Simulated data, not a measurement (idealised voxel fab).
process module | voxel quadruple lines
cross-section cut | 225 nm wide | cells 5 nm
A cross-section is a grid of square cells, given in bands from the top down. A band is one or more rows of cells.
Each band's line starts with the height of the band's top and of its bottom, in nm. Then come its materials from left to right, each with its width in nm. One material with "throughout" fills the band from edge to edge. "air" is empty space.
Height 0 is the level under which the wafer as received is all one material. The lowest band goes on downwards, as in "0 down".
A width such as "30 to 40" changes by the same amount from each row of cells to the next, from the band's top row to its bottom row.
"no change" after a step means that no cell of the cross-section changed.
closed voids: empty space of 8 cells or more with no open way to the top, each as width x height at its distance from the left edge, in nm
after a step's settings: what the simulator itself notes on the step
overlay nm, on a step with a mask: how far to the right of its planned place the mask lay; to the left if negative
plan
1 op RECEIVE | material Si
2 op CONFORMAL_DEP | material Al2O3 | thk nm 5
3 op DIRECTIONAL_DEP | material TiN | thk nm 15
4 op DIRECTIONAL_DEP | material polySi | thk nm 20
5 op DIRECTIONAL_DEP | material aC | thk nm 25
6 op PATTERN | tone cover | mask id MANDREL | material resist | width nm 25 | pitch nm 80 | thk nm 35 | overlay nm 0
7 op DIRECTIONAL_ETCH | etch materials aC | depth nm 25
8 op STRIP | etch materials resist
9 op CONFORMAL_DEP | material SiO2 | thk nm 15
10 op DIRECTIONAL_ETCH | etch materials SiO2 | depth nm 15
11 op STRIP | etch materials aC
12 op DIRECTIONAL_ETCH | etch materials polySi | depth nm 20
13 op STRIP | etch materials SiO2
14 op CONFORMAL_DEP | material SiCN | thk nm 5
15 op DIRECTIONAL_ETCH | etch materials SiCN | depth nm 5
16 op STRIP | etch materials polySi
17 op DIRECTIONAL_ETCH | etch materials TiN | depth nm 15
18 op STRIP | etch materials SiCN
19 op FILL_DEP | material SiO2 | thk nm 10
20 op CMP | height nm 20
as received, after step 1
  0 down: Si throughout
  closed voids: none
a wafer at the end: this start, this plan, one mistake
  20 to 5: SiO2 40 | TiN 5 | SiO2 15 | TiN 5 | SiO2 15 | TiN 5 | SiO2 15 | TiN 5 | SiO2 15 | TiN 5 | SiO2 15 | TiN 5 | SiO2 15 | TiN 5 | SiO2 15 | TiN 5 | SiO2 40
  5 to 0: SiO2 throughout
  0 down: Si throughout
  closed voids: none
what went wrong: step 2 ran as: op CONFORMAL_DEP | material SiO2 | thk nm 5
